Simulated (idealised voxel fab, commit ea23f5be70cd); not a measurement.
The name of this process module is voxel lift off.
170 nm wide, 5 nm square cells: that's cross-section cut.
The cross-sections in this document take the form of a grid made of square cells. They are written out as bands, in order from top to bottom. Each band consists of one or more rows of cells. Each band's line starts with the height of the band's top and of its bottom, in nm. Then come its materials from left to right, each with its width in nm. One material with "full width" fills the band from edge to edge. "empty" is empty space. Counting heights begins at 0, where everything beneath is, in the wafer as received, one material. The lowest band has no bottom; it goes on downwards, as "0 down" shows. It should be noted that a width expressed as "30..40" varies in equal increments from row to row of cells within the band, taking the value of the first number at the top row and that of the second number at the bottom row. A step reported as "changes: none" is a step in which no cell of the cross-section changed. The entry titled "Closed void catalog" provides the empty spaces that have no open way to the top, restricted to those of 8 cells or more. Each is presented as width x height at distance, the distance being measured from the left edge, with all three in nm. If you see something after the settings on a step's line, that's the simulator's own remark about that step. The setting "overlay nm" may be written on the line of a step. When the step uses a mask, the value reports how far to the right of the planned place the mask lay, and a negative value reports that it lay to the left. What follows is a series of pairs. Each pair shows a cross-section before one process step and the cross-section after it, and the after view is drawn only down to the lowest band that changed. Beneath each pair is the step that lies between the two, with its settings. Pairs may come from different runs of this module on the same starting wafer, so a pair continues from the one above it only where its entry headed "Before-step section" says so.
Before-step section
0 down | Si full width
Closed void catalog: none
Resulting Structure
5 to 0 | SiN full width
Heights below 0 show no change.
Closed void catalog: none
What step was run between the cross-section before it and the cross-section after it, both above? CONFORMAL_DEP [material SiN] [thk nm 5]
Before-step section: per the after cross-section of the pair just above.
Resulting Structure
30 to 5 | resist 50; empty 20; resist 30; empty 20; resist 50
Heights below 5 show no change.
Closed void catalog: none
What step was run between the cross-section before it and the cross-section after it, both above? PATTERN [tone open] [mask id LINES] [material resist] [width nm 20] [pitch nm 50] [thk nm 25] [overlay nm 0]
Before-step section: per the after cross-section of the pair just above.
Resulting Structure
40 to 30 | Ru 50; empty 20; Ru 30; empty 20; Ru 50
30 to 15 | resist 50; empty 20; resist 30; empty 20; resist 50
15 to 5 | resist 50; Ru 20; resist 30; Ru 20; resist 50
Heights below 5 show no change.
Closed void catalog: none
What step was run between the cross-section before it and the cross-section after it, both above? DIRECTIONAL_DEP [material Ru] [thk nm 10]
Before-step section: per the after cross-section of the pair just above.
Resulting Structure
15 to 5 | empty 50; Ru 20; empty 30; Ru 20; empty 50
Heights below 5 show no change.
Closed void catalog: none
What step was run between the cross-section before it and the cross-section after it, both above? STRIP [etch materials resist]
Before-step section: per the after cross-section of the pair just above.
Resulting Structure
20 to 15 | empty 45; SiCN 30; empty 20; SiCN 30; empty 45
15 to 10 | empty 45; SiCN 5; Ru 20; SiCN 5; empty 20; SiCN 5; Ru 20; SiCN 5; empty 45
10 to 5 | SiCN 50; Ru 20; SiCN 30; Ru 20; SiCN 50
Heights below 5 show no change.
Closed void catalog: none
What step was run between the cross-section before it and the cross-section after it, both above? CONFORMAL_DEP [material SiCN] [thk nm 5]
Before-step section
0 down | Si full width
Closed void catalog: none
Resulting Structure
25 to 0 | resist 50; empty 20; resist 30; empty 20; resist 50
Heights below 0 show no change.
Closed void catalog: none
What step was run between the cross-section before it and the cross-section after it, both above? PATTERN [tone open] [mask id LINES] [material resist] [width nm 20] [pitch nm 50] [thk nm 25] [overlay nm 0]
Before-step section: per the after cross-section of the pair just above.
Resulting Structure
35 to 25 | Ru 50; empty 20; Ru 30; empty 20; Ru 50
25 to 10 | resist 50; empty 20; resist 30; empty 20; resist 50
10 to 0 | resist 50; Ru 20; resist 30; Ru 20; resist 50
Heights below 0 show no change.
Closed void catalog: none
What step was run between the cross-section before it and the cross-section after it, both above? DIRECTIONAL_DEP [material Ru] [thk nm 10]
Before-step section: per the after cross-section of the pair just above.
Resulting Structure
10 to 0 | empty 50; Ru 20; empty 30; Ru 20; empty 50
Heights below 0 show no change.
Closed void catalog: none
What step was run between the cross-section before it and the cross-section after it, both above? STRIP [etch materials resist]
Before-step section: per the after cross-section of the pair just above.
Resulting Structure
15 to 10 | empty 45; SiCN 30; empty 20; SiCN 30; empty 45
10 to 5 | empty 45; SiCN 5; Ru 20; SiCN 5; empty 20; SiCN 5; Ru 20; SiCN 5; empty 45
5 to 0 | SiCN 50; Ru 20; SiCN 30; Ru 20; SiCN 50
Heights below 0 show no change.
Closed void catalog: none
What step was run between the cross-section before it and the cross-section after it, both above? CONFORMAL_DEP [material SiCN] [thk nm 5]
Before-step section
0 down | Si full width
Closed void catalog: none
Resulting Structure
15 to 0 | SiN full width
Heights below 0 show no change.
Closed void catalog: none
What step was run between the cross-section before it and the cross-section after it, both above? CONFORMAL_DEP [material SiN] [thk nm 15]
Before-step section: per the after cross-section of the pair just above.
Resulting Structure
40 to 15 | resist 50; empty 20; resist 30; empty 20; resist 50
Heights below 15 show no change.
Closed void catalog: none
What step was run between the cross-section before it and the cross-section after it, both above? PATTERN [tone open] [mask id LINES] [material resist] [width nm 20] [pitch nm 50] [thk nm 25] [overlay nm 0]
Before-step section: per the after cross-section of the pair just above.
Resulting Structure
50 to 40 | Ru 50; empty 20; Ru 30; empty 20; Ru 50
40 to 25 | resist 50; empty 20; resist 30; empty 20; resist 50
25 to 15 | resist 50; Ru 20; resist 30; Ru 20; resist 50
Heights below 15 show no change.
Closed void catalog: none
What step was run between the cross-section before it and the cross-section after it, both above? DIRECTIONAL_DEP [material Ru] [thk nm 10]
Before-step section: per the after cross-section of the pair just above.
Resulting Structure
25 to 15 | empty 50; Ru 20; empty 30; Ru 20; empty 50
Heights below 15 show no change.
Closed void catalog: none
What step was run between the cross-section before it and the cross-section after it, both above? STRIP [etch materials resist]
Before-step section: per the after cross-section of the pair just above.
Resulting Structure
30 to 25 | empty 45; SiCN 30; empty 20; SiCN 30; empty 45
25 to 20 | empty 45; SiCN 5; Ru 20; SiCN 5; empty 20; SiCN 5; Ru 20; SiCN 5; empty 45
20 to 15 | SiCN 50; Ru 20; SiCN 30; Ru 20; SiCN 50
Heights below 15 show no change.
Closed void catalog: none
What step was run between the cross-section before it and the cross-section after it, both above? CONFORMAL_DEP [material SiCN] [thk nm 5]
Before-step section
5 to 0 | SiN full width
0 down | Si full width
Closed void catalog: none
Resulting Structure
30 to 5 | resist 55; empty 15; resist 35; empty 15; resist 50
Heights below 5 show no change.
Closed void catalog: none
What step was run between the cross-section before it and the cross-section after it, both above? PATTERN [tone open] [mask id LINES] [material resist] [width nm 15] [pitch nm 50] [thk nm 25] [overlay nm 0]
Before-step section: per the after cross-section of the pair just above.
Resulting Structure
40 to 30 | Ru 55; empty 15; Ru 35; empty 15; Ru 50
30 to 15 | resist 55; empty 15; resist 35; empty 15; resist 50
15 to 5 | resist 55; Ru 15; resist 35; Ru 15; resist 50
Heights below 5 show no change.
Closed void catalog: none
What step was run between the cross-section before it and the cross-section after it, both above? DIRECTIONAL_DEP [material Ru] [thk nm 10]
Before-step section: per the after cross-section of the pair just above.
Resulting Structure
15 to 5 | empty 55; Ru 15; empty 35; Ru 15; empty 50
Heights below 5 show no change.
Closed void catalog: none
What step was run between the cross-section before it and the cross-section after it, both above? STRIP [etch materials resist]
Before-step section: per the after cross-section of the pair just above.
Resulting Structure
20 to 15 | empty 50; SiCN 25; empty 25; SiCN 25; empty 45
15 to 10 | empty 50; SiCN 5; Ru 15; SiCN 5; empty 25; SiCN 5; Ru 15; SiCN 5; empty 45
10 to 5 | SiCN 55; Ru 15; SiCN 35; Ru 15; SiCN 50
Heights below 5 show no change.
Closed void catalog: none
What step was run between the cross-section before it and the cross-section after it, both above? CONFORMAL_DEP [material SiCN] [thk nm 5]
Before-step section
5 to 0 | SiN full width
0 down | Si full width
Closed void catalog: none
Resulting Structure
30 to 5 | resist 40; empty 20; resist 30; empty 20; resist 60
Heights below 5 show no change.
Closed void catalog: none
What step was run between the cross-section before it and the cross-section after it, both above? PATTERN [tone open] [mask id LINES] [material resist] [width nm 20] [pitch nm 50] [thk nm 25] [overlay nm -10]
Before-step section: per the after cross-section of the pair just above.
Resulting Structure
40 to 30 | Ru 40; empty 20; Ru 30; empty 20; Ru 60
30 to 15 | resist 40; empty 20; resist 30; empty 20; resist 60
15 to 5 | resist 40; Ru 20; resist 30; Ru 20; resist 60
Heights below 5 show no change.
Closed void catalog: none
What step was run between the cross-section before it and the cross-section after it, both above? DIRECTIONAL_DEP [material Ru] [thk nm 10]
Before-step section: per the after cross-section of the pair just above.
Resulting Structure
15 to 5 | empty 40; Ru 20; empty 30; Ru 20; empty 60
Heights below 5 show no change.
Closed void catalog: none
What step was run between the cross-section before it and the cross-section after it, both above? STRIP [etch materials resist]
Before-step section: per the after cross-section of the pair just above.
Resulting Structure
20 to 15 | empty 35; SiCN 30; empty 20; SiCN 30; empty 55
15 to 10 | empty 35; SiCN 5; Ru 20; SiCN 5; empty 20; SiCN 5; Ru 20; SiCN 5; empty 55
10 to 5 | SiCN 40; Ru 20; SiCN 30; Ru 20; SiCN 60
Heights below 5 show no change.
Closed void catalog: none
What step was run between the cross-section before it and the cross-section after it, both above? CONFORMAL_DEP [material SiCN] [thk nm 5]
Before-step section
0 down | Si full width
Closed void catalog: none
Resulting Structure
5 to 0 | Ru full width
Heights below 0 show no change.
Closed void catalog: none
What step was run between the cross-section before it and the cross-section after it, both above? CONFORMAL_DEP [material Ru] [thk nm 5]
Before-step section: per the after cross-section of the pair just above.
Resulting Structure
30 to 5 | resist 50; empty 20; resist 30; empty 20; resist 50
Heights below 5 show no change.
Closed void catalog: none
What step was run between the cross-section before it and the cross-section after it, both above? PATTERN [tone open] [mask id LINES] [material resist] [width nm 20] [pitch nm 50] [thk nm 25] [overlay nm 0]
Before-step section: per the after cross-section of the pair just above.
Resulting Structure
40 to 30 | Ru 50; empty 20; Ru 30; empty 20; Ru 50
30 to 15 | resist 50; empty 20; resist 30; empty 20; resist 50
15 to 5 | resist 50; Ru 20; resist 30; Ru 20; resist 50
Heights below 5 show no change.
Closed void catalog: none
What step was run between the cross-section before it and the cross-section after it, both above? DIRECTIONAL_DEP [material Ru] [thk nm 10]
Before-step section: per the after cross-section of the pair just above.
Resulting Structure
15 to 5 | empty 50; Ru 20; empty 30; Ru 20; empty 50
Heights below 5 show no change.
Closed void catalog: none
What step was run between the cross-section before it and the cross-section after it, both above? STRIP [etch materials resist]
Before-step section: per the after cross-section of the pair just above.
Resulting Structure
20 to 15 | empty 45; SiCN 30; empty 20; SiCN 30; empty 45
15 to 10 | empty 45; SiCN 5; Ru 20; SiCN 5; empty 20; SiCN 5; Ru 20; SiCN 5; empty 45
10 to 5 | SiCN 50; Ru 20; SiCN 30; Ru 20; SiCN 50
Heights below 5 show no change.
Closed void catalog: none
What step was run between the cross-section before it and the cross-section after it, both above? CONFORMAL_DEP [material SiCN] [thk nm 5]
Before-step section
5 to 0 | SiN full width
0 down | Si full width
Closed void catalog: none
Resulting Structure
30 to 5 | empty 50; resist 20; empty 30; resist 20; empty 50
Heights below 5 show no change.
Closed void catalog: none
What step was run between the cross-section before it and the cross-section after it, both above? PATTERN [tone cover] [mask id LINES] [material resist] [width nm 20] [pitch nm 50] [thk nm 25] [overlay nm 0]
Before-step section: per the after cross-section of the pair just above.
Resulting Structure
40 to 30 | empty 50; Ru 20; empty 30; Ru 20; empty 50
30 to 15 | empty 50; resist 20; empty 30; resist 20; empty 50
15 to 5 | Ru 50; resist 20; Ru 30; resist 20; Ru 50
Heights below 5 show no change.
Closed void catalog: none
What step was run between the cross-section before it and the cross-section after it, both above? DIRECTIONAL_DEP [material Ru] [thk nm 10]
Before-step section: per the after cross-section of the pair just above.
Resulting Structure
15 to 5 | Ru 50; empty 20; Ru 30; empty 20; Ru 50
Heights below 5 show no change.
Closed void catalog: none
What step was run between the cross-section before it and the cross-section after it, both above? STRIP [etch materials resist]
Before-step section: per the after cross-section of the pair just above.
Resulting Structure
20 to 15 | SiCN 55; empty 10; SiCN 40; empty 10; SiCN 55
15 to 10 | Ru 50; SiCN 5; empty 10; SiCN 5; Ru 30; SiCN 5; empty 10; SiCN 5; Ru 50
10 to 5 | Ru 50; SiCN 20; Ru 30; SiCN 20; Ru 50
Heights below 5 show no change.
Closed void catalog: none
What step was run between the cross-section before it and the cross-section after it, both above? CONFORMAL_DEP [material SiCN] [thk nm 5]
